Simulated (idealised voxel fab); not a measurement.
process module | voxel gate over fins
cross-section cut | 210 nm wide | cells 5 nm
A cross-section is a grid of square cells, given in bands from the top down. A band is one or more rows of cells.
Each band's line starts with the height of the band's top and of its bottom, in nm. Then come its materials from left to right, each with its width in nm. One material with "throughout" fills the band from edge to edge. "air" is empty space.
Height 0 is the level under which the wafer as received is all one material. The lowest band goes on downwards, as in "0 down".
A width such as "30 to 40" changes by the same amount from each row of cells to the next, from the band's top row to its bottom row.
"no change" after a step means that no cell of the cross-section changed.
closed voids: empty space of 8 cells or more with no open way to the top, each as width x height at its distance from the left edge, in nm
after a step's settings: what the simulator itself notes on the step
overlay nm, on a step with a mask: how far to the right of its planned place the mask lay; to the left if negative
plan
1 op RECEIVE | material Si
2 op CONFORMAL_DEP | material SiN | thk nm 10
3 op PATTERN | tone cover | mask id FINS | material resist | width nm 15 | pitch nm 45 | thk nm 15 | overlay nm 0
4 op DIRECTIONAL_ETCH | etch materials SiN | depth nm 10
5 op DIRECTIONAL_ETCH | etch materials Si | depth nm 40
6 op STRIP | etch materials resist
7 op OXIDIZE | depth nm 5
8 op FILL_DEP | material SiO2 | thk nm 5
9 op CMP | height nm 10
10 op SELECTIVE_ETCH | etch materials SiO2 | depth nm 20
11 op STRIP | etch materials SiN
12 op CONFORMAL_DEP | material HfO2 | thk nm 5
13 op CONFORMAL_DEP | material TiN | thk nm 5
14 op FILL_DEP | material W | thk nm 10
15 op CMP | height nm 15
16 op CONFORMAL_DEP | material SiCN | thk nm 10
as received, after step 1
  0 down: Si throughout
  closed voids: none
a wafer at the end: this start, this plan, one mistake
  25 to 15: SiCN throughout
  15 to 10: W throughout
  10 to 5: TiN 55 | W 5 | TiN 40 | W 5 | TiN 40 | W 5 | TiN 60
  5 to 0: HfO2 50 | TiN 5 | W 5 | TiN 5 | HfO2 30 | TiN 5 | W 5 | TiN 5 | HfO2 30 | TiN 5 | W 5 | TiN 5 | HfO2 55
  0 to -5: Si 45 | HfO2 5 | TiN 15 | HfO2 5 | Si 20 | HfO2 5 | TiN 15 | HfO2 5 | Si 20 | HfO2 5 | TiN 15 | HfO2 5 | Si 50
  -5 to -10: Si 45 | HfO2 25 | Si 20 | HfO2 25 | Si 20 | HfO2 25 | Si 50
  -10 to -45: Si 45 | SiO2 25 | Si 20 | SiO2 25 | Si 20 | SiO2 25 | Si 50
  -45 down: Si throughout
  closed voids: none
what went wrong: step 3 ran as: op PATTERN | tone open | mask id FINS | material resist | width nm 15 | pitch nm 45 | thk nm 15 | overlay nm 0
